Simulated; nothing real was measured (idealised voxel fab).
Proc. module: voxel self aligned vias
Section shown: cut. Width: 220 nm. Cell size: 5 nm, square.
Throughout this document, each cross-section is represented as a grid of square cells and is presented as a sequence of bands enumerated from the top downward, where a band comprises one or more rows of cells. Heights first: top, then bottom, in nm. Then materials, left to right, each with a width in nm. "everywhere" on a single material: fills the band edge to edge. "empty": empty space. Heights are expressed relative to 0, this being the level below which the as-received wafer comprises one material exclusively. The lowest band is unbounded in the downward direction and is denoted as in "0 nm and below". Quick explanation for "30 to 40": the width changes in equal steps down the rows of cells, from the first number in the band's top row to the second number in its bottom row. For the purposes of this document, the phrase "nothing was modified" attached to a step denotes that no cell within the cross-section was modified by that step. Under "Trapped void list" you'll find the enclosed gaps, the ones with no way out to the top, that are 8 cells or bigger; each reads width x height at distance, with distance counted from the left edge, everything in nm. The remark found on a step's line after its settings is issued by the simulator itself and pertains to that step. If you see "overlay nm" on a step's line and that step has a mask, it's telling you how far right of where it was planned the mask ended up; a negative number means it went left instead.
LIST OF PLANNED PROCESS STEPS
1 RECEIVE | material Si
2 CONFORMAL_DEP | material SiO2 | thk nm 10
3 CONFORMAL_DEP | material SiCN | thk nm 5
4 DIRECTIONAL_DEP | material SiO2 | thk nm 25
5 PATTERN | tone open | mask id LINES | material resist | width nm 20 | pitch nm 50 | thk nm 15 | overlay nm 0
6 DIRECTIONAL_ETCH | etch materials SiO2 | depth nm 25
7 STRIP | etch materials resist
8 CONFORMAL_DEP | material TiN | thk nm 5
9 FILL_DEP | material W | thk nm 10
10 CMP | height nm 40
11 SELECTIVE_ETCH | etch materials W Ru TiN | depth nm 5
12 FILL_DEP | material SiN | thk nm 10
13 CMP | height nm 40
14 DIRECTIONAL_DEP | material SiO2 | thk nm 15
15 MASKED_ETCH | tone open | mask id VIAS | width nm 30 | pitch nm 100 | etch materials SiO2 | depth nm 15 | overlay nm 0
16 MASKED_ETCH | tone open | mask id VIAS | width nm 30 | pitch nm 100 | etch materials SiN | depth nm 5 | overlay nm 0
17 CONFORMAL_DEP | material TiN | thk nm 5
18 FILL_DEP | material Ru | thk nm 10
19 CMP | height nm 55
20 CONFORMAL_DEP | material SiN | thk nm 5
THE FIRST OF A SET OF TWO WAFERS, RUN TO PLAN
CROSS-SECTION, INCOMING MATERIAL, AFTER STEP 1
* 0 nm and below: Si everywhere
* Trapped void list: none
CROSS-SECTION: WAFER STATE AFTER STEP 2
* 10 nm to 0 nm: SiO2 everywhere
* Everything below 0 is unchanged.
CROSS-SECTION: WAFER STATE AFTER STEP 3
* 15 nm to 10 nm: SiCN everywhere
* Everything below 10 is unchanged.
CROSS-SECTION: WAFER STATE AFTER STEP 4
* 40 nm to 15 nm: SiO2 everywhere
* Everything below 15 is unchanged.
CROSS-SECTION: WAFER STATE AFTER STEP 5
* 55 nm to 40 nm: resist (50), then empty (20), then resist (30), then empty (20), then resist (30), then empty (20), then resist (50)
* Everything below 40 is unchanged.
CROSS-SECTION: WAFER STATE AFTER STEP 6
* 55 nm to 40 nm: resist (50), then empty (20), then resist (30), then empty (20), then resist (30), then empty (20), then resist (50)
* 40 nm to 15 nm: SiO2 (50), then empty (20), then SiO2 (30), then empty (20), then SiO2 (30), then empty (20), then SiO2 (50)
* Everything below 15 is unchanged.
CROSS-SECTION: WAFER STATE AFTER STEP 7
* 40 nm to 15 nm: SiO2 (50), then empty (20), then SiO2 (30), then empty (20), then SiO2 (30), then empty (20), then SiO2 (50)
* Everything below 15 is unchanged.
CROSS-SECTION: WAFER STATE AFTER STEP 8
* 45 nm to 40 nm: TiN (55), then empty (10), then TiN (40), then empty (10), then TiN (40), then empty (10), then TiN (55)
* 40 nm to 20 nm: SiO2 (50), then TiN (5), then empty (10), then TiN (5), then SiO2 (30), then TiN (5), then empty (10), then TiN (5), then SiO2 (30), then TiN (5), then empty (10), then TiN (5), then SiO2 (50)
* 20 nm to 15 nm: SiO2 (50), then TiN (20), then SiO2 (30), then TiN (20), then SiO2 (30), then TiN (20), then SiO2 (50)
* Everything below 15 is unchanged.
CROSS-SECTION: WAFER STATE AFTER STEP 9
* 55 nm to 45 nm: W everywhere
* 45 nm to 40 nm: TiN (55), then W (10), then TiN (40), then W (10), then TiN (40), then W (10), then TiN (55)
* 40 nm to 20 nm: SiO2 (50), then TiN (5), then W (10), then TiN (5), then SiO2 (30), then TiN (5), then W (10), then TiN (5), then SiO2 (30), then TiN (5), then W (10), then TiN (5), then SiO2 (50)
* Everything below 20 is unchanged.
CROSS-SECTION: WAFER STATE AFTER STEP 10
* 40 nm to 20 nm: SiO2 (50), then TiN (5), then W (10), then TiN (5), then SiO2 (30), then TiN (5), then W (10), then TiN (5), then SiO2 (30), then TiN (5), then W (10), then TiN (5), then SiO2 (50)
* Everything below 20 is unchanged.
CROSS-SECTION: WAFER STATE AFTER STEP 11
* 40 nm to 35 nm: SiO2 (50), then empty (20), then SiO2 (30), then empty (20), then SiO2 (30), then empty (20), then SiO2 (50)
* Everything below 35 is unchanged.
CROSS-SECTION: WAFER STATE AFTER STEP 12
* 50 nm to 40 nm: SiN everywhere
* 40 nm to 35 nm: SiO2 (50), then SiN (20), then SiO2 (30), then SiN (20), then SiO2 (30), then SiN (20), then SiO2 (50)
* Everything below 35 is unchanged.
CROSS-SECTION: WAFER STATE AFTER STEP 13
* 40 nm to 35 nm: SiO2 (50), then SiN (20), then SiO2 (30), then SiN (20), then SiO2 (30), then SiN (20), then SiO2 (50)
* Everything below 35 is unchanged.
CROSS-SECTION: WAFER STATE AFTER STEP 14
* 55 nm to 40 nm: SiO2 everywhere
* Everything below 40 is unchanged.
CROSS-SECTION: WAFER STATE AFTER STEP 15
* 55 nm to 40 nm: SiO2 (45), then empty (30), then SiO2 (70), then empty (30), then SiO2 (45)
* Everything below 40 is unchanged.
CROSS-SECTION: WAFER STATE AFTER STEP 16
* 55 nm to 40 nm: SiO2 (45), then empty (30), then SiO2 (70), then empty (30), then SiO2 (45)
* 40 nm to 35 nm: SiO2 (50), then empty (20), then SiO2 (30), then SiN (20), then SiO2 (30), then empty (20), then SiO2 (50)
* Everything below 35 is unchanged.
CROSS-SECTION: WAFER STATE AFTER STEP 17
* 60 nm to 55 nm: TiN (50), then empty (20), then TiN (80), then empty (20), then TiN (50)
* 55 nm to 45 nm: SiO2 (45), then TiN (5), then empty (20), then TiN (5), then SiO2 (70), then TiN (5), then empty (20), then TiN (5), then SiO2 (45)
* 45 nm to 40 nm: SiO2 (45), then TiN (10), then empty (10), then TiN (10), then SiO2 (70), then TiN (10), then empty (10), then TiN (10), then SiO2 (45)
* 40 nm to 35 nm: SiO2 (50), then TiN (20), then SiO2 (30), then SiN (20), then SiO2 (30), then TiN (20), then SiO2 (50)
* Everything below 35 is unchanged.
CROSS-SECTION: WAFER STATE AFTER STEP 18
* 70 nm to 60 nm: Ru everywhere
* 60 nm to 55 nm: TiN (50), then Ru (20), then TiN (80), then Ru (20), then TiN (50)
* 55 nm to 45 nm: SiO2 (45), then TiN (5), then Ru (20), then TiN (5), then SiO2 (70), then TiN (5), then Ru (20), then TiN (5), then SiO2 (45)
* 45 nm to 40 nm: SiO2 (45), then TiN (10), then Ru (10), then TiN (10), then SiO2 (70), then TiN (10), then Ru (10), then TiN (10), then SiO2 (45)
* Everything below 40 is unchanged.
CROSS-SECTION: WAFER STATE AFTER STEP 19
* 55 nm to 45 nm: SiO2 (45), then TiN (5), then Ru (20), then TiN (5), then SiO2 (70), then TiN (5), then Ru (20), then TiN (5), then SiO2 (45)
* Everything below 45 is unchanged.
CROSS-SECTION: WAFER STATE AFTER STEP 20
* 60 nm to 55 nm: SiN everywhere
* Everything below 55 is unchanged.
WHAT FOLLOWS CONCERNS THE SECOND WAFER, WHICH STARTED OUT LIKE THE FIRST AND WAS MEANT TO FOLLOW THE VERY SAME PLAN; ONE MISTAKE CREPT IN WHEN IT WAS RUN, BUT EVERYTHING UP TO AND INCLUDING STEP 14 IS THE SAME AS FOR THE FIRST WAFER
WHAT THE SECOND WAFER LOOKS LIKE IN CROSS-SECTION WHEN STEP 15 SHOULD HAVE WRAPPED UP
* 55 nm to 40 nm: SiO2 (45), then empty (30), then SiO2 (70), then empty (30), then SiO2 (45)
* 40 nm to 35 nm: SiO2 (45), then empty (5), then SiN (20), then empty (5), then SiO2 (25), then SiN (20), then SiO2 (25), then empty (5), then SiN (20), then empty (5), then SiO2 (45)
* 35 nm to 25 nm: SiO2 (45), then empty (5), then TiN (5), then W (10), then TiN (5), then empty (5), then SiO2 (25), then TiN (5), then W (10), then TiN (5), then SiO2 (25), then empty (5), then TiN (5), then W (10), then TiN (5), then empty (5), then SiO2 (45)
* Everything below 25 is unchanged.
WHAT THE SECOND WAFER LOOKS LIKE IN CROSS-SECTION WHEN STEP 16 SHOULD HAVE WRAPPED UP
* 55 nm to 40 nm: SiO2 (45), then empty (30), then SiO2 (70), then empty (30), then SiO2 (45)
* 40 nm to 35 nm: SiO2 (45), then empty (30), then SiO2 (25), then SiN (20), then SiO2 (25), then empty (30), then SiO2 (45)
* Everything below 35 is unchanged.
WHAT THE SECOND WAFER LOOKS LIKE IN CROSS-SECTION WHEN STEP 17 SHOULD HAVE WRAPPED UP
* 60 nm to 55 nm: TiN (50), then empty (20), then TiN (80), then empty (20), then TiN (50)
* 55 nm to 40 nm: SiO2 (45), then TiN (5), then empty (20), then TiN (5), then SiO2 (70), then TiN (5), then empty (20), then TiN (5), then SiO2 (45)
* 40 nm to 35 nm: SiO2 (45), then TiN (30), then SiO2 (25), then SiN (20), then SiO2 (25), then TiN (30), then SiO2 (45)
* 35 nm to 25 nm: SiO2 (45), then TiN (10), then W (10), then TiN (10), then SiO2 (25), then TiN (5), then W (10), then TiN (5), then SiO2 (25), then TiN (10), then W (10), then TiN (10), then SiO2 (45)
* Everything below 25 is unchanged.
WHAT THE SECOND WAFER LOOKS LIKE IN CROSS-SECTION WHEN STEP 18 SHOULD HAVE WRAPPED UP
* 70 nm to 60 nm: Ru everywhere
* 60 nm to 55 nm: TiN (50), then Ru (20), then TiN (80), then Ru (20), then TiN (50)
* 55 nm to 40 nm: SiO2 (45), then TiN (5), then Ru (20), then TiN (5), then SiO2 (70), then TiN (5), then Ru (20), then TiN (5), then SiO2 (45)
* Everything below 40 is unchanged.
WHAT THE SECOND WAFER LOOKS LIKE IN CROSS-SECTION WHEN STEP 19 SHOULD HAVE WRAPPED UP
* 55 nm to 40 nm: SiO2 (45), then TiN (5), then Ru (20), then TiN (5), then SiO2 (70), then TiN (5), then Ru (20), then TiN (5), then SiO2 (45)
* Everything below 40 is unchanged.
WHAT THE SECOND WAFER LOOKS LIKE IN CROSS-SECTION WHEN STEP 20 SHOULD HAVE WRAPPED UP
* 60 nm to 55 nm: SiN everywhere
* Everything below 55 is unchanged.
What broke from the plan during processing? step 15 in the plan was executed twice
The closing comparison, in cells, has the second wafer with more or fewer of some materials than the first: Ru: 4 more; SiO2: 12 fewer; TiN: 8 more
